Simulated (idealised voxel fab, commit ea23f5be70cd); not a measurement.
Presented below is a process module, voxel transistor to metal.
Square cells of 5 nm make up the cross-section cut, whose width is 195 nm.
Cross-section spec: square-cell grid; bands listed top down; each band is one or more rows. In this notation a band is specified by the heights of its top and bottom, in that order and in nm, after which its materials appear from left to right, each paired with its width in nm. The word "edge to edge" attached to a single material means that material fills the band from edge to edge; the word "empty" stands for empty space. Convention: height 0 is the level below which the wafer, as received, is all one material. The lowest band does not terminate at the bottom but continues downward, represented as "0 and below". The expression "30 to 40" gives the width at the extremes of the band, the first number at its top row of cells and the second at its bottom row, with the width changing by equal amounts from each row to the next in between. "nothing was modified" -> step changed no cross-section cell. "Fully closed voids" means: voids of 8 cells or more that are shut off from the top with no open way through. Written width x height at distance, distance from the left edge, in nm. Whatever follows a step's settings on its line is a remark the simulator itself makes about that step. overlay nm: mask offset rightward from planned place, masked step; negative means leftward offset. From here on the document is pairs. In a pair, the cross-section before one process step comes with the cross-section after it, and the latter goes no deeper than the lowest band that changed. What lies in between, the step and its settings, is written under the pair. A pair may be from a different run of this module on the same starting wafer than the pair above it, so it continues from that pair only where its entry headed "Incoming structure" says so.
Incoming structure
* 40 down to 30 = W edge to edge
* 30 down to 25 = W 65 nm; TiN 30 nm; W 5 nm; TiN 30 nm; W 65 nm
* 25 down to 20 = TiN 70 nm; HfO2 20 nm; TiN 5 nm; W 5 nm; TiN 5 nm; HfO2 20 nm; TiN 70 nm
* 20 down to 15 = HfO2 75 nm; SiN 10 nm; HfO2 5 nm; TiN 5 nm; W 5 nm; TiN 5 nm; HfO2 5 nm; SiN 10 nm; HfO2 75 nm
* 15 down to 0 = SiO2 75 nm; SiN 10 nm; HfO2 5 nm; TiN 5 nm; W 5 nm; TiN 5 nm; HfO2 5 nm; SiN 10 nm; SiO2 75 nm
* 0 down to -5 = SiO2 75 nm; SiN 10 nm; HfO2 5 nm; TiN 15 nm; HfO2 5 nm; SiN 10 nm; SiO2 75 nm
* -5 down to -10 = SiO2 35 nm; SiGe 40 nm; SiO2 5 nm; HfO2 35 nm; SiO2 5 nm; SiGe 40 nm; SiO2 35 nm
* -10 down to -35 = SiO2 40 nm; Si 115 nm; SiO2 40 nm
* -35 and below = Si edge to edge
* Fully closed voids: none
Cut View, Post-Step
* 15 down to 0 = SiO2 75 nm; SiN 10 nm; HfO2 5 nm; TiN 5 nm; W 5 nm; TiN 5 nm; HfO2 5 nm; SiN 10 nm; SiO2 75 nm
* At heights below 0, the structure remains unaltered.
* Fully closed voids: none
It is this step that lies between the two cross-sections above: op CMP | height nm 15
Incoming structure: Reference is made to the cross-section shown after the step in the pair directly above, which represents the state prior to this step.
Cut View, Post-Step
* 25 down to 15 = SiO2 edge to edge
* At heights below 15, the structure remains unaltered.
* Fully closed voids: none
It is this step that lies between the two cross-sections above: op DIRECTIONAL_DEP | material SiO2 | thk nm 10
Incoming structure: Reference is made to the cross-section shown after the step in the pair directly above, which represents the state prior to this step.
Cut View, Post-Step
* 25 down to 15 = SiO2 50 nm; empty 15 nm; SiO2 65 nm; empty 15 nm; SiO2 50 nm
* 15 down to 0 = SiO2 50 nm; empty 15 nm; SiO2 10 nm; SiN 10 nm; HfO2 5 nm; TiN 5 nm; W 5 nm; TiN 5 nm; HfO2 5 nm; SiN 10 nm; SiO2 10 nm; empty 15 nm; SiO2 50 nm
* 0 down to -5 = SiO2 50 nm; empty 15 nm; SiO2 10 nm; SiN 10 nm; HfO2 5 nm; TiN 15 nm; HfO2 5 nm; SiN 10 nm; SiO2 10 nm; empty 15 nm; SiO2 50 nm
* At heights below -5, the structure remains unaltered.
* Fully closed voids: none
It is this step that lies between the two cross-sections above: op MASKED_ETCH | tone open | mask id CONTACT | width nm 15 | pitch nm 80 | etch materials SiO2 | depth nm 30 | overlay nm 0
Incoming structure: Reference is made to the cross-section shown after the step in the pair directly above, which represents the state prior to this step.
Cut View, Post-Step
* 30 down to 25 = TiN 55 nm; empty 5 nm; TiN 75 nm; empty 5 nm; TiN 55 nm
* 25 down to 15 = SiO2 50 nm; TiN 5 nm; empty 5 nm; TiN 5 nm; SiO2 65 nm; TiN 5 nm; empty 5 nm; TiN 5 nm; SiO2 50 nm
* 15 down to 0 = SiO2 50 nm; TiN 5 nm; empty 5 nm; TiN 5 nm; SiO2 10 nm; SiN 10 nm; HfO2 5 nm; TiN 5 nm; W 5 nm; TiN 5 nm; HfO2 5 nm; SiN 10 nm; SiO2 10 nm; TiN 5 nm; empty 5 nm; TiN 5 nm; SiO2 50 nm
* 0 down to -5 = SiO2 50 nm; TiN 15 nm; SiO2 10 nm; SiN 10 nm; HfO2 5 nm; TiN 15 nm; HfO2 5 nm; SiN 10 nm; SiO2 10 nm; TiN 15 nm; SiO2 50 nm
* At heights below -5, the structure remains unaltered.
* Fully closed voids: none
It is this step that lies between the two cross-sections above: op CONFORMAL_DEP | material TiN | thk nm 5
Incoming structure: Reference is made to the cross-section shown after the step in the pair directly above, which represents the state prior to this step.
Cut View, Post-Step
* 40 down to 30 = W edge to edge
* 30 down to 25 = TiN 55 nm; W 5 nm; TiN 75 nm; W 5 nm; TiN 55 nm
* 25 down to 15 = SiO2 50 nm; TiN 5 nm; W 5 nm; TiN 5 nm; SiO2 65 nm; TiN 5 nm; W 5 nm; TiN 5 nm; SiO2 50 nm
* 15 down to 0 = SiO2 50 nm; TiN 5 nm; W 5 nm; TiN 5 nm; SiO2 10 nm; SiN 10 nm; HfO2 5 nm; TiN 5 nm; W 5 nm; TiN 5 nm; HfO2 5 nm; SiN 10 nm; SiO2 10 nm; TiN 5 nm; W 5 nm; TiN 5 nm; SiO2 50 nm
* At heights below 0, the structure remains unaltered.
* Fully closed voids: none
It is this step that lies between the two cross-sections above: op FILL_DEP | material W | thk nm 10
Incoming structure: Reference is made to the cross-section shown after the step in the pair directly above, which represents the state prior to this step.
Cut View, Post-Step
* 25 down to 15 = SiO2 50 nm; TiN 5 nm; W 5 nm; TiN 5 nm; SiO2 65 nm; TiN 5 nm; W 5 nm; TiN 5 nm; SiO2 50 nm
* At heights below 15, the structure remains unaltered.
* Fully closed voids: none
It is this step that lies between the two cross-sections above: op CMP | height nm 25
Incoming structure: Reference is made to the cross-section shown after the step in the pair directly above, which represents the state prior to this step.
Cut View, Post-Step
* 30 down to 25 = SiCN edge to edge
* At heights below 25, the structure remains unaltered.
* Fully closed voids: none
It is this step that lies between the two cross-sections above: op CONFORMAL_DEP | material SiCN | thk nm 5
Incoming structure: Reference is made to the cross-section shown after the step in the pair directly above, which represents the state prior to this step.
Cut View, Post-Step
* 45 down to 30 = SiO2 edge to edge
* At heights below 30, the structure remains unaltered.
* Fully closed voids: none
It is this step that lies between the two cross-sections above: op DIRECTIONAL_DEP | material SiO2 | thk nm 15
Incoming structure: Reference is made to the cross-section shown after the step in the pair directly above, which represents the state prior to this step.
Cut View, Post-Step
* 45 down to 30 = SiO2 50 nm; empty 15 nm; SiO2 65 nm; empty 15 nm; SiO2 50 nm
* At heights below 30, the structure remains unaltered.
* Fully closed voids: none
It is this step that lies between the two cross-sections above: op MASKED_ETCH | tone open | mask id METAL_1 | width nm 15 | pitch nm 80 | etch materials SiO2 | depth nm 15 | overlay nm 0
Incoming structure: Reference is made to the cross-section shown after the step in the pair directly above, which represents the state prior to this step.
Cut View, Post-Step
* 45 down to 30 = SiO2 50 nm; empty 15 nm; SiO2 65 nm; empty 15 nm; SiO2 50 nm
* 30 down to 25 = SiCN 50 nm; empty 15 nm; SiCN 65 nm; empty 15 nm; SiCN 50 nm
* At heights below 25, the structure remains unaltered.
* Fully closed voids: none
It is this step that lies between the two cross-sections above: op MASKED_ETCH | tone open | mask id METAL_1 | width nm 15 | pitch nm 80 | etch materials SiCN | depth nm 5 | overlay nm 0
Incoming structure: Reference is made to the cross-section shown after the step in the pair directly above, which represents the state prior to this step.
Cut View, Post-Step
* 50 down to 45 = TiN 55 nm; empty 5 nm; TiN 75 nm; empty 5 nm; TiN 55 nm
* 45 down to 30 = SiO2 50 nm; TiN 5 nm; empty 5 nm; TiN 5 nm; SiO2 65 nm; TiN 5 nm; empty 5 nm; TiN 5 nm; SiO2 50 nm
* 30 down to 25 = SiCN 50 nm; TiN 15 nm; SiCN 65 nm; TiN 15 nm; SiCN 50 nm
* At heights below 25, the structure remains unaltered.
* Fully closed voids: none
It is this step that lies between the two cross-sections above: op CONFORMAL_DEP | material TiN | thk nm 5
Incoming structure: Reference is made to the cross-section shown after the step in the pair directly above, which represents the state prior to this step.
Cut View, Post-Step
* 60 down to 50 = W edge to edge
* 50 down to 45 = TiN 55 nm; W 5 nm; TiN 75 nm; W 5 nm; TiN 55 nm
* 45 down to 30 = SiO2 50 nm; TiN 5 nm; W 5 nm; TiN 5 nm; SiO2 65 nm; TiN 5 nm; W 5 nm; TiN 5 nm; SiO2 50 nm
* At heights below 30, the structure remains unaltered.
* Fully closed voids: none
It is this step that lies between the two cross-sections above: op FILL_DEP | material W | thk nm 10
Incoming structure: Reference is made to the cross-section shown after the step in the pair directly above, which represents the state prior to this step.
Cut View, Post-Step
* 45 down to 30 = SiO2 50 nm; TiN 5 nm; W 5 nm; TiN 5 nm; SiO2 65 nm; TiN 5 nm; W 5 nm; TiN 5 nm; SiO2 50 nm
* At heights below 30, the structure remains unaltered.
* Fully closed voids: none
It is this step that lies between the two cross-sections above: op CMP | height nm 45
Incoming structure: Reference is made to the cross-section shown after the step in the pair directly above, which represents the state prior to this step.
Cut View, Post-Step
* 50 down to 45 = SiCN edge to edge
* At heights below 45, the structure remains unaltered.
* Fully closed voids: none
It is this step that lies between the two cross-sections above: op CONFORMAL_DEP | material SiCN | thk nm 5
Incoming structure: Reference is made to the cross-section shown after the step in the pair directly above, which represents the state prior to this step.
Cut View, Post-Step
* 85 down to 50 = SiO2 edge to edge
* At heights below 50, the structure remains unaltered.
* Fully closed voids: none
It is this step that lies between the two cross-sections above: op DIRECTIONAL_DEP | material SiO2 | thk nm 35
Incoming structure: Reference is made to the cross-section shown after the step in the pair directly above, which represents the state prior to this step.
Cut View, Post-Step
* 85 down to 65 = SiO2 50 nm; empty 15 nm; SiO2 65 nm; empty 15 nm; SiO2 50 nm
* At heights below 65, the structure remains unaltered.
* Fully closed voids: none
It is this step that lies between the two cross-sections above: op MASKED_ETCH | tone open | mask id METAL_2 | width nm 15 | pitch nm 80 | etch materials SiO2 | depth nm 20 | overlay nm 0
Incoming structure: Reference is made to the cross-section shown after the step in the pair directly above, which represents the state prior to this step.
Cut View, Post-Step
* 100 down to 85 = aC 50 nm; empty 15 nm; aC 65 nm; empty 15 nm; aC 50 nm
* 85 down to 80 = SiO2 50 nm; empty 15 nm; SiO2 65 nm; empty 15 nm; SiO2 50 nm
* 80 down to 65 = SiO2 50 nm; aC 15 nm; SiO2 65 nm; aC 15 nm; SiO2 50 nm
* At heights below 65, the structure remains unaltered.
* Fully closed voids: none
It is this step that lies between the two cross-sections above: op DIRECTIONAL_DEP | material aC | thk nm 15
Incoming structure: Reference is made to the cross-section shown after the step in the pair directly above, which represents the state prior to this step.
Cut View, Post-Step
* 130 down to 100 = resist 50 nm; empty 15 nm; resist 65 nm; empty 15 nm; resist 50 nm
* At heights below 100, the structure remains unaltered.
* Fully closed voids: none
It is this step that lies between the two cross-sections above: op PATTERN | tone open | mask id METAL_2_HOLES | material resist | width nm 15 | pitch nm 80 | thk nm 30 | overlay nm 0
Incoming structure: Reference is made to the cross-section shown after the step in the pair directly above, which represents the state prior to this step.
Cut View, Post-Step
* 115 down to 100 = resist 50 nm; empty 15 nm; resist 65 nm; empty 15 nm; resist 50 nm
* 100 down to 85 = aC 50 nm; empty 15 nm; aC 65 nm; empty 15 nm; aC 50 nm
* 85 down to 65 = SiO2 50 nm; empty 15 nm; SiO2 65 nm; empty 15 nm; SiO2 50 nm
* At heights below 65, the structure remains unaltered.
* Fully closed voids: none
It is this step that lies between the two cross-sections above: op DIRECTIONAL_ETCH | etch materials aC | depth nm 15
Incoming structure: Reference is made to the cross-section shown after the step in the pair directly above, which represents the state prior to this step.
Cut View, Post-Step
* 100 down to 85 = aC 50 nm; empty 15 nm; aC 65 nm; empty 15 nm; aC 50 nm
* At heights below 85, the structure remains unaltered.
* Fully closed voids: none
It is this step that lies between the two cross-sections above: op STRIP | etch materials resist
Incoming structure: Reference is made to the cross-section shown after the step in the pair directly above, which represents the state prior to this step.
Cut View, Post-Step
* 100 down to 85 = aC 50 nm; empty 15 nm; aC 65 nm; empty 15 nm; aC 50 nm
* 85 down to 50 = SiO2 50 nm; empty 15 nm; SiO2 65 nm; empty 15 nm; SiO2 50 nm
* At heights below 50, the structure remains unaltered.
* Fully closed voids: none
It is this step that lies between the two cross-sections above: op DIRECTIONAL_ETCH | etch materials SiO2 | depth nm 15
Incoming structure: Reference is made to the cross-section shown after the step in the pair directly above, which represents the state prior to this step.
Cut View, Post-Step
* 100 down to 85 = aC 50 nm; empty 15 nm; aC 65 nm; empty 15 nm; aC 50 nm
* 85 down to 50 = SiO2 50 nm; empty 15 nm; SiO2 65 nm; empty 15 nm; SiO2 50 nm
* 50 down to 45 = SiCN 50 nm; empty 15 nm; SiCN 65 nm; empty 15 nm; SiCN 50 nm
* At heights below 45, the structure remains unaltered.
* Fully closed voids: none
It is this step that lies between the two cross-sections above: op DIRECTIONAL_ETCH | etch materials SiCN | depth nm 5
Incoming structure: Reference is made to the cross-section shown after the step in the pair directly above, which represents the state prior to this step.
Cut View, Post-Step
* 85 down to 50 = SiO2 50 nm; empty 15 nm; SiO2 65 nm; empty 15 nm; SiO2 50 nm
* At heights below 50, the structure remains unaltered.
* Fully closed voids: none
It is this step that lies between the two cross-sections above: op STRIP | etch materials aC
Incoming structure: Reference is made to the cross-section shown after the step in the pair directly above, which represents the state prior to this step.
Cut View, Post-Step
* 90 down to 85 = TiN 55 nm; empty 5 nm; TiN 75 nm; empty 5 nm; TiN 55 nm
* 85 down to 50 = SiO2 50 nm; TiN 5 nm; empty 5 nm; TiN 5 nm; SiO2 65 nm; TiN 5 nm; empty 5 nm; TiN 5 nm; SiO2 50 nm
* 50 down to 45 = SiCN 50 nm; TiN 15 nm; SiCN 65 nm; TiN 15 nm; SiCN 50 nm
* At heights below 45, the structure remains unaltered.
* Fully closed voids: none
It is this step that lies between the two cross-sections above: op CONFORMAL_DEP | material TiN | thk nm 5
Incoming structure: Reference is made to the cross-section shown after the step in the pair directly above, which represents the state prior to this step.
Cut View, Post-Step
* 100 down to 90 = Ru edge to edge
* 90 down to 85 = TiN 55 nm; Ru 5 nm; TiN 75 nm; Ru 5 nm; TiN 55 nm
* 85 down to 50 = SiO2 50 nm; TiN 5 nm; Ru 5 nm; TiN 5 nm; SiO2 65 nm; TiN 5 nm; Ru 5 nm; TiN 5 nm; SiO2 50 nm
* At heights below 50, the structure remains unaltered.
* Fully closed voids: none
It is this step that lies between the two cross-sections above: op FILL_DEP | material Ru | thk nm 10
Incoming structure: Reference is made to the cross-section shown after the step in the pair directly above, which represents the state prior to this step.
Cut View, Post-Step
* 85 down to 50 = SiO2 50 nm; TiN 5 nm; Ru 5 nm; TiN 5 nm; SiO2 65 nm; TiN 5 nm; Ru 5 nm; TiN 5 nm; SiO2 50 nm
* At heights below 50, the structure remains unaltered.
* Fully closed voids: none
It is this step that lies between the two cross-sections above: op CMP | height nm 85
Incoming structure: Reference is made to the cross-section shown after the step in the pair directly above, which represents the state prior to this step.
Cut View, Post-Step
* 90 down to 85 = SiN edge to edge
* At heights below 85, the structure remains unaltered.
* Fully closed voids: none
It is this step that lies between the two cross-sections above: op CONFORMAL_DEP | material SiN | thk nm 5
Incoming structure
* 45 down to 30 = SiO2 50 nm; empty 15 nm; SiO2 65 nm; empty 15 nm; SiO2 50 nm
* 30 down to 25 = SiCN edge to edge
* 25 down to 15 = SiO2 50 nm; TiN 5 nm; W 5 nm; TiN 5 nm; SiO2 65 nm; TiN 5 nm; W 5 nm; TiN 5 nm; SiO2 50 nm
* 15 down to 0 = SiO2 50 nm; TiN 5 nm; W 5 nm; TiN 5 nm; SiO2 5 nm; SiN 10 nm; HfO2 5 nm; TiN 5 nm; W 15 nm; TiN 5 nm; HfO2 5 nm; SiN 10 nm; SiO2 5 nm; TiN 5 nm; W 5 nm; TiN 5 nm; SiO2 50 nm
* 0 down to -5 = SiO2 50 nm; TiN 15 nm; SiO2 5 nm; SiN 10 nm; HfO2 5 nm; TiN 25 nm; HfO2 5 nm; SiN 10 nm; SiO2 5 nm; TiN 15 nm; SiO2 50 nm
* -5 down to -10 = SiO2 35 nm; SiGe 35 nm; SiO2 5 nm; HfO2 45 nm; SiO2 5 nm; SiGe 35 nm; SiO2 35 nm
* -10 down to -35 = SiO2 40 nm; Si 115 nm; SiO2 40 nm
* -35 and below = Si edge to edge
* Fully closed voids: none
Cut View, Post-Step
* 45 down to 30 = SiO2 50 nm; empty 15 nm; SiO2 65 nm; empty 15 nm; SiO2 50 nm
* 30 down to 25 = SiCN 55 nm; empty 10 nm; SiCN 70 nm; empty 10 nm; SiCN 50 nm
* At heights below 25, the structure remains unaltered.
* Fully closed voids: none
It is this step that lies between the two cross-sections above: op MASKED_ETCH | tone open | mask id METAL_1 | width nm 15 | pitch nm 80 | etch materials SiCN | depth nm 5 | overlay nm 5
Incoming structure: Reference is made to the cross-section shown after the step in the pair directly above, which represents the state prior to this step.
Cut View, Post-Step
* 50 down to 45 = TiN 55 nm; empty 5 nm; TiN 75 nm; empty 5 nm; TiN 55 nm
* 45 down to 35 = SiO2 50 nm; TiN 5 nm; empty 5 nm; TiN 5 nm; SiO2 65 nm; TiN 5 nm; empty 5 nm; TiN 5 nm; SiO2 50 nm
* 35 down to 30 = SiO2 50 nm; TiN 15 nm; SiO2 65 nm; TiN 15 nm; SiO2 50 nm
* 30 down to 25 = SiCN 55 nm; TiN 10 nm; SiCN 70 nm; TiN 10 nm; SiCN 50 nm
* At heights below 25, the structure remains unaltered.
* Fully closed voids: none
It is this step that lies between the two cross-sections above: op CONFORMAL_DEP | material TiN | thk nm 5
Incoming structure: Reference is made to the cross-section shown after the step in the pair directly above, which represents the state prior to this step.
Cut View, Post-Step
* 60 down to 50 = W edge to edge
* 50 down to 45 = TiN 55 nm; W 5 nm; TiN 75 nm; W 5 nm; TiN 55 nm
* 45 down to 35 = SiO2 50 nm; TiN 5 nm; W 5 nm; TiN 5 nm; SiO2 65 nm; TiN 5 nm; W 5 nm; TiN 5 nm; SiO2 50 nm
* At heights below 35, the structure remains unaltered.
* Fully closed voids: none
It is this step that lies between the two cross-sections above: op FILL_DEP | material W | thk nm 10
Incoming structure: Reference is made to the cross-section shown after the step in the pair directly above, which represents the state prior to this step.
Cut View, Post-Step
* 45 down to 35 = SiO2 50 nm; TiN 5 nm; W 5 nm; TiN 5 nm; SiO2 65 nm; TiN 5 nm; W 5 nm; TiN 5 nm; SiO2 50 nm
* At heights below 35, the structure remains unaltered.
* Fully closed voids: none
It is this step that lies between the two cross-sections above: op CMP | height nm 45
Incoming structure: Reference is made to the cross-section shown after the step in the pair directly above, which represents the state prior to this step.
Cut View, Post-Step
* 50 down to 45 = SiCN edge to edge
* At heights below 45, the structure remains unaltered.
* Fully closed voids: none
It is this step that lies between the two cross-sections above: op CONFORMAL_DEP | material SiCN | thk nm 5
Incoming structure: Reference is made to the cross-section shown after the step in the pair directly above, which represents the state prior to this step.
Cut View, Post-Step
* 85 down to 50 = SiO2 edge to edge
* At heights below 50, the structure remains unaltered.
* Fully closed voids: none
It is this step that lies between the two cross-sections above: op DIRECTIONAL_DEP | material SiO2 | thk nm 35
Incoming structure: Reference is made to the cross-section shown after the step in the pair directly above, which represents the state prior to this step.
Cut View, Post-Step
* 85 down to 65 = SiO2 50 nm; empty 15 nm; SiO2 65 nm; empty 15 nm; SiO2 50 nm
* At heights below 65, the structure remains unaltered.
* Fully closed voids: none
It is this step that lies between the two cross-sections above: op MASKED_ETCH | tone open | mask id METAL_2 | width nm 15 | pitch nm 80 | etch materials SiO2 | depth nm 20 | overlay nm 0
Incoming structure: Reference is made to the cross-section shown after the step in the pair directly above, which represents the state prior to this step.
Cut View, Post-Step
* 100 down to 85 = aC 50 nm; empty 15 nm; aC 65 nm; empty 15 nm; aC 50 nm
* 85 down to 80 = SiO2 50 nm; empty 15 nm; SiO2 65 nm; empty 15 nm; SiO2 50 nm
* 80 down to 65 = SiO2 50 nm; aC 15 nm; SiO2 65 nm; aC 15 nm; SiO2 50 nm
* At heights below 65, the structure remains unaltered.
* Fully closed voids: none
It is this step that lies between the two cross-sections above: op DIRECTIONAL_DEP | material aC | thk nm 15
Incoming structure: Reference is made to the cross-section shown after the step in the pair directly above, which represents the state prior to this step.
Cut View, Post-Step
* 130 down to 100 = resist 50 nm; empty 15 nm; resist 65 nm; empty 15 nm; resist 50 nm
* At heights below 100, the structure remains unaltered.
* Fully closed voids: none
It is this step that lies between the two cross-sections above: op PATTERN | tone open | mask id METAL_2_HOLES | material resist | width nm 15 | pitch nm 80 | thk nm 30 | overlay nm 0
Incoming structure: Reference is made to the cross-section shown after the step in the pair directly above, which represents the state prior to this step.
Cut View, Post-Step
* 115 down to 100 = resist 50 nm; empty 15 nm; resist 65 nm; empty 15 nm; resist 50 nm
* 100 down to 85 = aC 50 nm; empty 15 nm; aC 65 nm; empty 15 nm; aC 50 nm
* 85 down to 65 = SiO2 50 nm; empty 15 nm; SiO2 65 nm; empty 15 nm; SiO2 50 nm
* At heights below 65, the structure remains unaltered.
* Fully closed voids: none
It is this step that lies between the two cross-sections above: op DIRECTIONAL_ETCH | etch materials aC | depth nm 15
Incoming structure: Reference is made to the cross-section shown after the step in the pair directly above, which represents the state prior to this step.
Cut View, Post-Step
* 100 down to 85 = aC 50 nm; empty 15 nm; aC 65 nm; empty 15 nm; aC 50 nm
* At heights below 85, the structure remains unaltered.
* Fully closed voids: none
It is this step that lies between the two cross-sections above: op STRIP | etch materials resist
Incoming structure: Reference is made to the cross-section shown after the step in the pair directly above, which represents the state prior to this step.
Cut View, Post-Step
* 100 down to 85 = aC 50 nm; empty 15 nm; aC 65 nm; empty 15 nm; aC 50 nm
* 85 down to 50 = SiO2 50 nm; empty 15 nm; SiO2 65 nm; empty 15 nm; SiO2 50 nm
* At heights below 50, the structure remains unaltered.
* Fully closed voids: none
It is this step that lies between the two cross-sections above: op DIRECTIONAL_ETCH | etch materials SiO2 | depth nm 15
Incoming structure: Reference is made to the cross-section shown after the step in the pair directly above, which represents the state prior to this step.
Cut View, Post-Step
* 100 down to 85 = aC 50 nm; empty 15 nm; aC 65 nm; empty 15 nm; aC 50 nm
* 85 down to 50 = SiO2 50 nm; empty 15 nm; SiO2 65 nm; empty 15 nm; SiO2 50 nm
* 50 down to 45 = SiCN 50 nm; empty 15 nm; SiCN 65 nm; empty 15 nm; SiCN 50 nm
* At heights below 45, the structure remains unaltered.
* Fully closed voids: none
It is this step that lies between the two cross-sections above: op DIRECTIONAL_ETCH | etch materials SiCN | depth nm 5
Incoming structure: Reference is made to the cross-section shown after the step in the pair directly above, which represents the state prior to this step.
Cut View, Post-Step
* 85 down to 50 = SiO2 50 nm; empty 15 nm; SiO2 65 nm; empty 15 nm; SiO2 50 nm
* At heights below 50, the structure remains unaltered.
* Fully closed voids: none
It is this step that lies between the two cross-sections above: op STRIP | etch materials aC
Incoming structure: Reference is made to the cross-section shown after the step in the pair directly above, which represents the state prior to this step.
Cut View, Post-Step
* 90 down to 85 = TiN 55 nm; empty 5 nm; TiN 75 nm; empty 5 nm; TiN 55 nm
* 85 down to 50 = SiO2 50 nm; TiN 5 nm; empty 5 nm; TiN 5 nm; SiO2 65 nm; TiN 5 nm; empty 5 nm; TiN 5 nm; SiO2 50 nm
* 50 down to 45 = SiCN 50 nm; TiN 15 nm; SiCN 65 nm; TiN 15 nm; SiCN 50 nm
* At heights below 45, the structure remains unaltered.
* Fully closed voids: none
It is this step that lies between the two cross-sections above: op CONFORMAL_DEP | material TiN | thk nm 5
Incoming structure: Reference is made to the cross-section shown after the step in the pair directly above, which represents the state prior to this step.
Cut View, Post-Step
* 100 down to 90 = Ru edge to edge
* 90 down to 85 = TiN 55 nm; Ru 5 nm; TiN 75 nm; Ru 5 nm; TiN 55 nm
* 85 down to 50 = SiO2 50 nm; TiN 5 nm; Ru 5 nm; TiN 5 nm; SiO2 65 nm; TiN 5 nm; Ru 5 nm; TiN 5 nm; SiO2 50 nm
* At heights below 50, the structure remains unaltered.
* Fully closed voids: none
It is this step that lies between the two cross-sections above: op FILL_DEP | material Ru | thk nm 10
Incoming structure: Reference is made to the cross-section shown after the step in the pair directly above, which represents the state prior to this step.
Cut View, Post-Step
* 85 down to 50 = SiO2 50 nm; TiN 5 nm; Ru 5 nm; TiN 5 nm; SiO2 65 nm; TiN 5 nm; Ru 5 nm; TiN 5 nm; SiO2 50 nm
* At heights below 50, the structure remains unaltered.
* Fully closed voids: none
It is this step that lies between the two cross-sections above: op CMP | height nm 85
Incoming structure: Reference is made to the cross-section shown after the step in the pair directly above, which represents the state prior to this step.
Cut View, Post-Step
* 90 down to 85 = SiN edge to edge
* At heights below 85, the structure remains unaltered.
* Fully closed voids: none
It is this step that lies between the two cross-sections above: op CONFORMAL_DEP | material SiN | thk nm 5
Incoming structure
* 25 down to 15 = SiO2 50 nm; TiN 5 nm; W 5 nm; TiN 5 nm; SiO2 65 nm; TiN 5 nm; W 5 nm; TiN 5 nm; SiO2 50 nm
* 15 down to 0 = SiO2 50 nm; TiN 5 nm; W 5 nm; TiN 5 nm; SiO2 5 nm; SiN 10 nm; HfO2 5 nm; TiN 5 nm; W 15 nm; TiN 5 nm; HfO2 5 nm; SiN 10 nm; SiO2 5 nm; TiN 5 nm; W 5 nm; TiN 5 nm; SiO2 50 nm
* 0 down to -5 = SiO2 50 nm; TiN 15 nm; SiO2 5 nm; SiN 10 nm; HfO2 5 nm; TiN 25 nm; HfO2 5 nm; SiN 10 nm; SiO2 5 nm; TiN 15 nm; SiO2 50 nm
* -5 down to -10 = SiO2 35 nm; SiGe 35 nm; SiO2 5 nm; HfO2 45 nm; SiO2 5 nm; SiGe 35 nm; SiO2 35 nm
* -10 down to -35 = SiO2 40 nm; Si 115 nm; SiO2 40 nm
* -35 and below = Si edge to edge
* Fully closed voids: none
Cut View, Post-Step
* 30 down to 25 = polySi edge to edge
* At heights below 25, the structure remains unaltered.
* Fully closed voids: none
It is this step that lies between the two cross-sections above: op CONFORMAL_DEP | material polySi | thk nm 5
Incoming structure: Reference is made to the cross-section shown after the step in the pair directly above, which represents the state prior to this step.
Cut View, Post-Step
* 45 down to 30 = SiO2 edge to edge
* At heights below 30, the structure remains unaltered.
* Fully closed voids: none
It is this step that lies between the two cross-sections above: op DIRECTIONAL_DEP | material SiO2 | thk nm 15
Incoming structure: Reference is made to the cross-section shown after the step in the pair directly above, which represents the state prior to this step.
Cut View, Post-Step
* 45 down to 30 = SiO2 50 nm; empty 15 nm; SiO2 65 nm; empty 15 nm; SiO2 50 nm
* At heights below 30, the structure remains unaltered.
* Fully closed voids: none
It is this step that lies between the two cross-sections above: op MASKED_ETCH | tone open | mask id METAL_1 | width nm 15 | pitch nm 80 | etch materials SiO2 | depth nm 15 | overlay nm 0
Incoming structure: Reference is made to the cross-section shown after the step in the pair directly above, which represents the state prior to this step.
Cut View, Post-Step
* 50 down to 45 = TiN 55 nm; empty 5 nm; TiN 75 nm; empty 5 nm; TiN 55 nm
* 45 down to 35 = SiO2 50 nm; TiN 5 nm; empty 5 nm; TiN 5 nm; SiO2 65 nm; TiN 5 nm; empty 5 nm; TiN 5 nm; SiO2 50 nm
* 35 down to 30 = SiO2 50 nm; TiN 15 nm; SiO2 65 nm; TiN 15 nm; SiO2 50 nm
* At heights below 30, the structure remains unaltered.
* Fully closed voids: none
It is this step that lies between the two cross-sections above: op CONFORMAL_DEP | material TiN | thk nm 5
Incoming structure: Reference is made to the cross-section shown after the step in the pair directly above, which represents the state prior to this step.
Cut View, Post-Step
* 60 down to 50 = W edge to edge
* 50 down to 45 = TiN 55 nm; W 5 nm; TiN 75 nm; W 5 nm; TiN 55 nm
* 45 down to 35 = SiO2 50 nm; TiN 5 nm; W 5 nm; TiN 5 nm; SiO2 65 nm; TiN 5 nm; W 5 nm; TiN 5 nm; SiO2 50 nm
* At heights below 35, the structure remains unaltered.
* Fully closed voids: none
It is this step that lies between the two cross-sections above: op FILL_DEP | material W | thk nm 10
Incoming structure: Reference is made to the cross-section shown after the step in the pair directly above, which represents the state prior to this step.
Cut View, Post-Step
* 45 down to 35 = SiO2 50 nm; TiN 5 nm; W 5 nm; TiN 5 nm; SiO2 65 nm; TiN 5 nm; W 5 nm; TiN 5 nm; SiO2 50 nm
* At heights below 35, the structure remains unaltered.
* Fully closed voids: none
It is this step that lies between the two cross-sections above: op CMP | height nm 45
Incoming structure: Reference is made to the cross-section shown after the step in the pair directly above, which represents the state prior to this step.
Cut View, Post-Step
* 50 down to 45 = SiCN edge to edge
* At heights below 45, the structure remains unaltered.
* Fully closed voids: none
It is this step that lies between the two cross-sections above: op CONFORMAL_DEP | material SiCN | thk nm 5
Incoming structure: Reference is made to the cross-section shown after the step in the pair directly above, which represents the state prior to this step.
Cut View, Post-Step
* 85 down to 50 = SiO2 edge to edge
* At heights below 50, the structure remains unaltered.
* Fully closed voids: none
It is this step that lies between the two cross-sections above: op DIRECTIONAL_DEP | material SiO2 | thk nm 35
Incoming structure: Reference is made to the cross-section shown after the step in the pair directly above, which represents the state prior to this step.
Cut View, Post-Step
* 85 down to 65 = SiO2 50 nm; empty 15 nm; SiO2 65 nm; empty 15 nm; SiO2 50 nm
* At heights below 65, the structure remains unaltered.
* Fully closed voids: none
It is this step that lies between the two cross-sections above: op MASKED_ETCH | tone open | mask id METAL_2 | width nm 15 | pitch nm 80 | etch materials SiO2 | depth nm 20 | overlay nm 0
